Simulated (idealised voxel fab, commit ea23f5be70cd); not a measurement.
process module | voxel transistor to metal
cross-section cut | 140 nm wide | cells 5 nm
A cross-section is a grid of square cells, given in bands from the top down. A band is one or more rows of cells.
Each band's line starts with the height of the band's top and of its bottom, in nm. Then come its materials from left to right, each with its width in nm. One material with "throughout" fills the band from edge to edge. "air" is empty space.
Height 0 is the level under which the wafer as received is all one material. The lowest band goes on downwards, as in "0 down".
A width such as "30 to 40" changes by the same amount from each row of cells to the next, from the band's top row to its bottom row.
"no change" after a step means that no cell of the cross-section changed.
closed voids: empty space of 8 cells or more with no open way to the top, each as width x height at its distance from the left edge, in nm
after a step's settings: what the simulator itself notes on the step
overlay nm, on a step with a mask: how far to the right of its planned place the mask lay; to the left if negative
plan
1 op RECEIVE | material Si
2 op OXIDIZE | depth nm 5
3 op CONFORMAL_DEP | material SiN | thk nm 15
4 op DIRECTIONAL_DEP | material aC | thk nm 15
5 op PATTERN | tone cover | mask id ACTIVE | material resist | width nm 105 | thk nm 30 | overlay nm 0
6 op DIRECTIONAL_ETCH | etch materials aC | depth nm 15
7 op STRIP | etch materials resist
8 op DIRECTIONAL_ETCH | etch materials SiN | depth nm 15
9 op DIRECTIONAL_ETCH | etch materials SiO2 | depth nm 5
10 op DIRECTIONAL_ETCH | etch materials Si | depth nm 20
11 op STRIP | etch materials aC
12 op OXIDIZE | depth nm 5
13 op FILL_DEP | material SiO2 | thk nm 5
14 op CMP | height nm 15
15 op SELECTIVE_ETCH | etch materials SiO2 | depth nm 10
16 op STRIP | etch materials SiN
17 op SELECTIVE_ETCH | etch materials SiO2 | depth nm 5
18 op OXIDIZE | depth nm 5
19 op DIRECTIONAL_DEP | material polySi | thk nm 30
20 op DIRECTIONAL_DEP | material SiCN | thk nm 15
21 op PATTERN | tone cover | mask id GATE | material resist | width nm 25 | thk nm 20 | overlay nm 0
22 op DIRECTIONAL_ETCH | etch materials SiCN | depth nm 25
23 op DIRECTIONAL_ETCH | etch materials polySi | depth nm 40
24 op STRIP | etch materials resist
25 op CONFORMAL_DEP | material SiN | thk nm 5
26 op DIRECTIONAL_ETCH | etch materials SiN | depth nm 5
27 op DIRECTIONAL_ETCH | etch materials SiO2 | depth nm 5
28 op DIRECTIONAL_ETCH | etch materials Si | depth nm 15
29 op EPI | material nSi | thk nm 15
30 op FILL_DEP | material SiO2 | thk nm 5
31 op CMP | height nm 40
32 op DIRECTIONAL_DEP | material SiO2 | thk nm 10
33 op MASKED_ETCH | tone open | mask id CONTACT | width nm 20 | pitch nm 75 | etch materials SiO2 | depth nm 60 | overlay nm 0
34 op CONFORMAL_DEP | material TiN | thk nm 5
35 op FILL_DEP | material Ru | thk nm 5
36 op CMP | height nm 50
37 op DIRECTIONAL_DEP | material TiN | thk nm 5
38 op DIRECTIONAL_DEP | material Ru | thk nm 20
39 op DIRECTIONAL_DEP | material aC | thk nm 15
40 op PATTERN | tone cover | mask id METAL_1 | material resist | width nm 20 | pitch nm 75 | thk nm 35 | overlay nm 0
41 op DIRECTIONAL_ETCH | etch materials aC | depth nm 15
42 op STRIP | etch materials resist
43 op DIRECTIONAL_ETCH | etch materials Ru | depth nm 20
44 op DIRECTIONAL_ETCH | etch materials TiN | depth nm 5
45 op STRIP | etch materials aC
46 op CONFORMAL_DEP | material SiCN | thk nm 5
47 op FILL_DEP | material lowk | thk nm 10
48 op CMP | height nm 75
49 op CONFORMAL_DEP | material SiN | thk nm 5
first wafer, as planned
as received, after step 1
  0 down: Si throughout
  closed voids: none
after step 2
  0 to -5: SiO2 throughout
  below -5: unchanged
after step 3
  15 to 0: SiN throughout
  below 0: unchanged
after step 4
  30 to 15: aC throughout
  below 15: unchanged
after step 5
  60 to 30: air 15 | resist 105 | air 20
  below 30: unchanged
after step 6
  45 to 30: air 15 | resist 105 | air 20
  30 to 15: air 15 | aC 105 | air 20
  below 15: unchanged
after step 7
  30 to 15: air 15 | aC 105 | air 20
  below 15: unchanged
after step 8
  30 to 15: air 15 | aC 105 | air 20
  15 to 0: air 15 | SiN 105 | air 20
  below 0: unchanged
after step 9
  30 to 15: air 15 | aC 105 | air 20
  15 to 0: air 15 | SiN 105 | air 20
  0 to -5: air 15 | SiO2 105 | air 20
  below -5: unchanged
after step 10
  30 to 15: air 15 | aC 105 | air 20
  15 to 0: air 15 | SiN 105 | air 20
  0 to -5: air 15 | SiO2 105 | air 20
  -5 to -25: air 15 | Si 105 | air 20
  below -25: unchanged
after step 11
  15 to 0: air 15 | SiN 105 | air 20
  below 0: unchanged
after step 12
  15 to 0: air 15 | SiN 105 | air 20
  0 to -5: air 15 | SiO2 105 | air 20
  -5 to -25: air 15 | SiO2 5 | Si 95 | SiO2 5 | air 20
  -25 to -30: SiO2 20 | Si 95 | SiO2 25
  below -30: unchanged
after step 13
  20 to 15: SiO2 throughout
  15 to 0: SiO2 15 | SiN 105 | SiO2 20
  0 to -5: SiO2 throughout
  -5 to -30: SiO2 20 | Si 95 | SiO2 25
  below -30: unchanged
after step 14
  15 to 0: SiO2 15 | SiN 105 | SiO2 20
  below 0: unchanged
after step 15
  15 to 5: air 15 | SiN 105 | air 20
  below 5: unchanged
after step 16
  5 to 0: SiO2 15 | air 105 | SiO2 20
  below 0: unchanged
after step 17
  0 to -5: SiO2 10 | air 115 | SiO2 15
  below -5: unchanged
after step 18
  0 to -5: SiO2 10 | air 115 | SiO2 15
  -5 to -10: SiO2 throughout
  below -10: unchanged
after step 19
  30 to 25: polySi 10 | air 115 | polySi 15
  25 to 0: polySi throughout
  0 to -5: SiO2 10 | polySi 115 | SiO2 15
  below -5: unchanged
after step 20
  45 to 40: SiCN 10 | air 115 | SiCN 15
  40 to 30: SiCN throughout
  30 to 25: polySi 10 | SiCN 115 | polySi 15
  below 25: unchanged
after step 21
  65 to 45: air 55 | resist 25 | air 60
  45 to 40: SiCN 10 | air 45 | resist 25 | air 45 | SiCN 15
  below 40: unchanged
after step 22
  65 to 40: air 55 | resist 25 | air 60
  40 to 30: air 55 | SiCN 25 | air 60
  30 to 25: polySi 10 | air 45 | SiCN 25 | air 45 | polySi 15
  below 25: unchanged
after step 23
  65 to 40: air 55 | resist 25 | air 60
  40 to 25: air 55 | SiCN 25 | air 60
  25 to 0: air 55 | polySi 25 | air 60
  0 to -5: SiO2 10 | air 45 | polySi 25 | air 45 | SiO2 15
  below -5: unchanged
after step 24
  40 to 25: air 55 | SiCN 25 | air 60
  below 25: unchanged
after step 25
  45 to 40: air 50 | SiN 35 | air 55
  40 to 25: air 50 | SiN 5 | SiCN 25 | SiN 5 | air 55
  25 to 5: air 50 | SiN 5 | polySi 25 | SiN 5 | air 55
  5 to 0: SiN 15 | air 35 | SiN 5 | polySi 25 | SiN 5 | air 35 | SiN 20
  0 to -5: SiO2 10 | SiN 45 | polySi 25 | SiN 45 | SiO2 15
  below -5: unchanged
after step 26
  40 to 25: air 50 | SiN 5 | SiCN 25 | SiN 5 | air 55
  25 to 0: air 50 | SiN 5 | polySi 25 | SiN 5 | air 55
  0 to -5: SiO2 10 | SiN 5 | air 35 | SiN 5 | polySi 25 | SiN 5 | air 35 | SiN 5 | SiO2 15
  below -5: unchanged
after step 27
  40 to 25: air 50 | SiN 5 | SiCN 25 | SiN 5 | air 55
  25 to 0: air 50 | SiN 5 | polySi 25 | SiN 5 | air 55
  0 to -5: air 10 | SiN 5 | air 35 | SiN 5 | polySi 25 | SiN 5 | air 35 | SiN 5 | air 15
  -5 to -10: SiO2 15 | air 35 | SiO2 35 | air 35 | SiO2 20
  below -10: unchanged
after step 28
  40 to 25: air 50 | SiN 5 | SiCN 25 | SiN 5 | air 55
  25 to 0: air 50 | SiN 5 | polySi 25 | SiN 5 | air 55
  0 to -5: air 10 | SiN 5 | air 35 | SiN 5 | polySi 25 | SiN 5 | air 35 | SiN 5 | air 15
  -5 to -10: SiO2 15 | air 35 | SiO2 35 | air 35 | SiO2 20
  -10 to -25: SiO2 20 | air 30 | Si 35 | air 30 | SiO2 25
  below -25: unchanged
after step 29
  40 to 25: air 50 | SiN 5 | SiCN 25 | SiN 5 | air 55
  25 to 5: air 50 | SiN 5 | polySi 25 | SiN 5 | air 55
  5 to 0: air 35 | nSi 15 | SiN 5 | polySi 25 | SiN 5 | nSi 15 | air 40
  0 to -5: air 10 | SiN 5 | air 20 | nSi 15 | SiN 5 | polySi 25 | SiN 5 | nSi 15 | air 20 | SiN 5 | air 15
  -5 to -10: SiO2 15 | air 20 | nSi 15 | SiO2 35 | nSi 15 | air 20 | SiO2 20
  -10 to -25: SiO2 20 | nSi 30 | Si 35 | nSi 30 | SiO2 25
  below -25: unchanged
after step 30
  45 to 40: SiO2 throughout
  40 to 25: SiO2 50 | SiN 5 | SiCN 25 | SiN 5 | SiO2 55
  25 to 5: SiO2 50 | SiN 5 | polySi 25 | SiN 5 | SiO2 55
  5 to 0: SiO2 35 | nSi 15 | SiN 5 | polySi 25 | SiN 5 | nSi 15 | SiO2 40
  0 to -5: SiO2 10 | SiN 5 | SiO2 20 | nSi 15 | SiN 5 | polySi 25 | SiN 5 | nSi 15 | SiO2 20 | SiN 5 | SiO2 15
  -5 to -10: SiO2 35 | nSi 15 | SiO2 35 | nSi 15 | SiO2 40
  below -10: unchanged
after step 31
  40 to 25: SiO2 50 | SiN 5 | SiCN 25 | SiN 5 | SiO2 55
  below 25: unchanged
after step 32
  50 to 40: SiO2 throughout
  below 40: unchanged
after step 33
  50 to 40: SiO2 20 | air 20 | SiO2 55 | air 20 | SiO2 25
  40 to 25: SiO2 20 | air 20 | SiO2 10 | SiN 5 | SiCN 25 | SiN 5 | SiO2 10 | air 20 | SiO2 25
  25 to 5: SiO2 20 | air 20 | SiO2 10 | SiN 5 | polySi 25 | SiN 5 | SiO2 10 | air 20 | SiO2 25
  5 to 0: SiO2 20 | air 15 | nSi 15 | SiN 5 | polySi 25 | SiN 5 | nSi 15 | air 15 | SiO2 25
  0 to -5: SiO2 10 | SiN 5 | SiO2 5 | air 15 | nSi 15 | SiN 5 | polySi 25 | SiN 5 | nSi 15 | air 15 | SiO2 5 | SiN 5 | SiO2 15
  -5 to -10: SiO2 20 | air 15 | nSi 15 | SiO2 35 | nSi 15 | air 15 | SiO2 25
  below -10: unchanged
after step 34
  55 to 50: TiN 25 | air 10 | TiN 65 | air 10 | TiN 30
  50 to 40: SiO2 20 | TiN 5 | air 10 | TiN 5 | SiO2 55 | TiN 5 | air 10 | TiN 5 | SiO2 25
  40 to 25: SiO2 20 | TiN 5 | air 10 | TiN 5 | SiO2 10 | SiN 5 | SiCN 25 | SiN 5 | SiO2 10 | TiN 5 | air 10 | TiN 5 | SiO2 25
  25 to 10: SiO2 20 | TiN 5 | air 10 | TiN 5 | SiO2 10 | SiN 5 | polySi 25 | SiN 5 | SiO2 10 | TiN 5 | air 10 | TiN 5 | SiO2 25
  10 to 5: SiO2 20 | TiN 5 | air 5 | TiN 10 | SiO2 10 | SiN 5 | polySi 25 | SiN 5 | SiO2 10 | TiN 10 | air 5 | TiN 5 | SiO2 25
  5 to 0: SiO2 20 | TiN 5 | air 5 | TiN 5 | nSi 15 | SiN 5 | polySi 25 | SiN 5 | nSi 15 | TiN 5 | air 5 | TiN 5 | SiO2 25
  0 to -5: SiO2 10 | SiN 5 | SiO2 5 | TiN 5 | air 5 | TiN 5 | nSi 15 | SiN 5 | polySi 25 | SiN 5 | nSi 15 | TiN 5 | air 5 | TiN 5 | SiO2 5 | SiN 5 | SiO2 15
  -5 to -10: SiO2 20 | TiN 15 | nSi 15 | SiO2 35 | nSi 15 | TiN 15 | SiO2 25
  below -10: unchanged
after step 35
  60 to 55: Ru throughout
  55 to 50: TiN 25 | Ru 10 | TiN 65 | Ru 10 | TiN 30
  50 to 40: SiO2 20 | TiN 5 | Ru 10 | TiN 5 | SiO2 55 | TiN 5 | Ru 10 | TiN 5 | SiO2 25
  40 to 25: SiO2 20 | TiN 5 | Ru 10 | TiN 5 | SiO2 10 | SiN 5 | SiCN 25 | SiN 5 | SiO2 10 | TiN 5 | Ru 10 | TiN 5 | SiO2 25
  25 to 10: SiO2 20 | TiN 5 | Ru 10 | TiN 5 | SiO2 10 | SiN 5 | polySi 25 | SiN 5 | SiO2 10 | TiN 5 | Ru 10 | TiN 5 | SiO2 25
  10 to 5: SiO2 20 | TiN 5 | Ru 5 | TiN 10 | SiO2 10 | SiN 5 | polySi 25 | SiN 5 | SiO2 10 | TiN 10 | Ru 5 | TiN 5 | SiO2 25
  5 to 0: SiO2 20 | TiN 5 | Ru 5 | TiN 5 | nSi 15 | SiN 5 | polySi 25 | SiN 5 | nSi 15 | TiN 5 | Ru 5 | TiN 5 | SiO2 25
  0 to -5: SiO2 10 | SiN 5 | SiO2 5 | TiN 5 | Ru 5 | TiN 5 | nSi 15 | SiN 5 | polySi 25 | SiN 5 | nSi 15 | TiN 5 | Ru 5 | TiN 5 | SiO2 5 | SiN 5 | SiO2 15
  below -5: unchanged
after step 36
  50 to 40: SiO2 20 | TiN 5 | Ru 10 | TiN 5 | SiO2 55 | TiN 5 | Ru 10 | TiN 5 | SiO2 25
  below 40: unchanged
after step 37
  55 to 50: TiN throughout
  below 50: unchanged
after step 38
  75 to 55: Ru throughout
  below 55: unchanged
after step 39
  90 to 75: aC throughout
  below 75: unchanged
after step 40
  125 to 90: air 20 | resist 20 | air 55 | resist 20 | air 25
  below 90: unchanged
after step 41
  110 to 90: air 20 | resist 20 | air 55 | resist 20 | air 25
  90 to 75: air 20 | aC 20 | air 55 | aC 20 | air 25
  below 75: unchanged
after step 42
  90 to 75: air 20 | aC 20 | air 55 | aC 20 | air 25
  below 75: unchanged
after step 43
  90 to 75: air 20 | aC 20 | air 55 | aC 20 | air 25
  75 to 55: air 20 | Ru 20 | air 55 | Ru 20 | air 25
  below 55: unchanged
after step 44
  90 to 75: air 20 | aC 20 | air 55 | aC 20 | air 25
  75 to 55: air 20 | Ru 20 | air 55 | Ru 20 | air 25
  55 to 50: air 20 | TiN 20 | air 55 | TiN 20 | air 25
  below 50: unchanged
after step 45
  75 to 55: air 20 | Ru 20 | air 55 | Ru 20 | air 25
  below 55: unchanged
after step 46
  80 to 75: air 15 | SiCN 30 | air 45 | SiCN 30 | air 20
  75 to 55: air 15 | SiCN 5 | Ru 20 | SiCN 5 | air 45 | SiCN 5 | Ru 20 | SiCN 5 | air 20
  55 to 50: SiCN 20 | TiN 20 | SiCN 55 | TiN 20 | SiCN 25
  below 50: unchanged
after step 47
  90 to 80: lowk throughout
  80 to 75: lowk 15 | SiCN 30 | lowk 45 | SiCN 30 | lowk 20
  75 to 55: lowk 15 | SiCN 5 | Ru 20 | SiCN 5 | lowk 45 | SiCN 5 | Ru 20 | SiCN 5 | lowk 20
  below 55: unchanged
after step 48
  75 to 55: lowk 15 | SiCN 5 | Ru 20 | SiCN 5 | lowk 45 | SiCN 5 | Ru 20 | SiCN 5 | lowk 20
  below 55: unchanged
after step 49
  80 to 75: SiN throughout
  below 75: unchanged
second wafer: like start, like plan, one mistake. Through step 31 it matches the first wafer
when step 32 should have ended
  40 to 25: SiO2 20 | air 20 | SiO2 10 | SiN 5 | SiCN 25 | SiN 5 | SiO2 10 | air 20 | SiO2 25
  25 to 5: SiO2 20 | air 20 | SiO2 10 | SiN 5 | polySi 25 | SiN 5 | SiO2 10 | air 20 | SiO2 25
  5 to 0: SiO2 20 | air 15 | nSi 15 | SiN 5 | polySi 25 | SiN 5 | nSi 15 | air 15 | SiO2 25
  0 to -5: SiO2 10 | SiN 5 | SiO2 5 | air 15 | nSi 15 | SiN 5 | polySi 25 | SiN 5 | nSi 15 | air 15 | SiO2 5 | SiN 5 | SiO2 15
  -5 to -10: SiO2 20 | air 15 | nSi 15 | SiO2 35 | nSi 15 | air 15 | SiO2 25
  below -10: unchanged
when step 33 should have ended
  50 to 40: SiO2 20 | air 20 | SiO2 55 | air 20 | SiO2 25
  40 to 25: SiO2 20 | air 20 | SiO2 10 | SiN 5 | SiCN 25 | SiN 5 | SiO2 10 | air 20 | SiO2 25
  25 to 15: SiO2 20 | air 20 | SiO2 10 | SiN 5 | polySi 25 | SiN 5 | SiO2 10 | air 20 | SiO2 25
  15 to 5: SiO2 20 | air 15 | SiO2 15 | SiN 5 | polySi 25 | SiN 5 | SiO2 15 | air 15 | SiO2 25
  5 to 0: SiO2 20 | air 15 | nSi 15 | SiN 5 | polySi 25 | SiN 5 | nSi 15 | air 15 | SiO2 25
  0 to -5: SiO2 10 | SiN 5 | SiO2 20 | nSi 15 | SiN 5 | polySi 25 | SiN 5 | nSi 15 | SiO2 20 | SiN 5 | SiO2 15
  -5 to -10: SiO2 35 | nSi 15 | SiO2 35 | nSi 15 | SiO2 40
  below -10: unchanged
when step 34 should have ended
  55 to 50: TiN 25 | air 10 | TiN 65 | air 10 | TiN 30
  50 to 40: SiO2 20 | TiN 5 | air 10 | TiN 5 | SiO2 55 | TiN 5 | air 10 | TiN 5 | SiO2 25
  40 to 25: SiO2 20 | TiN 5 | air 10 | TiN 5 | SiO2 10 | SiN 5 | SiCN 25 | SiN 5 | SiO2 10 | TiN 5 | air 10 | TiN 5 | SiO2 25
  25 to 15: SiO2 20 | TiN 5 | air 10 to 5 | TiN 5 to 10 | SiO2 10 | SiN 5 | polySi 25 | SiN 5 | SiO2 10 | TiN 5 to 10 | air 10 to 5 | TiN 5 | SiO2 25
  15 to 5: SiO2 20 | TiN 5 | air 5 | TiN 5 | SiO2 15 | SiN 5 | polySi 25 | SiN 5 | SiO2 15 | TiN 5 | air 5 | TiN 5 | SiO2 25
  5 to 0: SiO2 20 | TiN 15 | nSi 15 | SiN 5 | polySi 25 | SiN 5 | nSi 15 | TiN 15 | SiO2 25
  below 0: unchanged
when step 35 should have ended
  60 to 55: Ru throughout
  55 to 50: TiN 25 | Ru 10 | TiN 65 | Ru 10 | TiN 30
  50 to 40: SiO2 20 | TiN 5 | Ru 10 | TiN 5 | SiO2 55 | TiN 5 | Ru 10 | TiN 5 | SiO2 25
  40 to 25: SiO2 20 | TiN 5 | Ru 10 | TiN 5 | SiO2 10 | SiN 5 | SiCN 25 | SiN 5 | SiO2 10 | TiN 5 | Ru 10 | TiN 5 | SiO2 25
  25 to 15: SiO2 20 | TiN 5 | Ru 10 to 5 | TiN 5 to 10 | SiO2 10 | SiN 5 | polySi 25 | SiN 5 | SiO2 10 | TiN 5 to 10 | Ru 10 to 5 | TiN 5 | SiO2 25
  15 to 5: SiO2 20 | TiN 5 | Ru 5 | TiN 5 | SiO2 15 | SiN 5 | polySi 25 | SiN 5 | SiO2 15 | TiN 5 | Ru 5 | TiN 5 | SiO2 25
  below 5: unchanged
when step 36 should have ended
  50 to 40: SiO2 20 | TiN 5 | Ru 10 | TiN 5 | SiO2 55 | TiN 5 | Ru 10 | TiN 5 | SiO2 25
  below 40: unchanged
when step 37 should have ended
  55 to 50: TiN throughout
  below 50: unchanged
when step 38 should have ended
  75 to 55: Ru throughout
  below 55: unchanged
when step 39 should have ended
  90 to 75: aC throughout
  below 75: unchanged
when step 40 should have ended
  125 to 90: air 20 | resist 20 | air 55 | resist 20 | air 25
  below 90: unchanged
when step 41 should have ended
  110 to 90: air 20 | resist 20 | air 55 | resist 20 | air 25
  90 to 75: air 20 | aC 20 | air 55 | aC 20 | air 25
  below 75: unchanged
when step 42 should have ended
  90 to 75: air 20 | aC 20 | air 55 | aC 20 | air 25
  below 75: unchanged
when step 43 should have ended
  90 to 75: air 20 | aC 20 | air 55 | aC 20 | air 25
  75 to 55: air 20 | Ru 20 | air 55 | Ru 20 | air 25
  below 55: unchanged
when step 44 should have ended
  90 to 75: air 20 | aC 20 | air 55 | aC 20 | air 25
  75 to 55: air 20 | Ru 20 | air 55 | Ru 20 | air 25
  55 to 50: air 20 | TiN 20 | air 55 | TiN 20 | air 25
  below 50: unchanged
when step 45 should have ended
  75 to 55: air 20 | Ru 20 | air 55 | Ru 20 | air 25
  below 55: unchanged
when step 46 should have ended
  80 to 75: air 15 | SiCN 30 | air 45 | SiCN 30 | air 20
  75 to 55: air 15 | SiCN 5 | Ru 20 | SiCN 5 | air 45 | SiCN 5 | Ru 20 | SiCN 5 | air 20
  55 to 50: SiCN 20 | TiN 20 | SiCN 55 | TiN 20 | SiCN 25
  below 50: unchanged
when step 47 should have ended
  90 to 80: lowk throughout
  80 to 75: lowk 15 | SiCN 30 | lowk 45 | SiCN 30 | lowk 20
  75 to 55: lowk 15 | SiCN 5 | Ru 20 | SiCN 5 | lowk 45 | SiCN 5 | Ru 20 | SiCN 5 | lowk 20
  below 55: unchanged
when step 48 should have ended
  75 to 55: lowk 15 | SiCN 5 | Ru 20 | SiCN 5 | lowk 45 | SiCN 5 | Ru 20 | SiCN 5 | lowk 20
  below 55: unchanged
when step 49 should have ended
  80 to 75: SiN throughout
  below 75: unchanged
what went wrong: steps 32 and 33 were swapped
at the end the second wafer has, in cells: 8 fewer of Ru | 16 more of SiO2 | 8 fewer of TiN
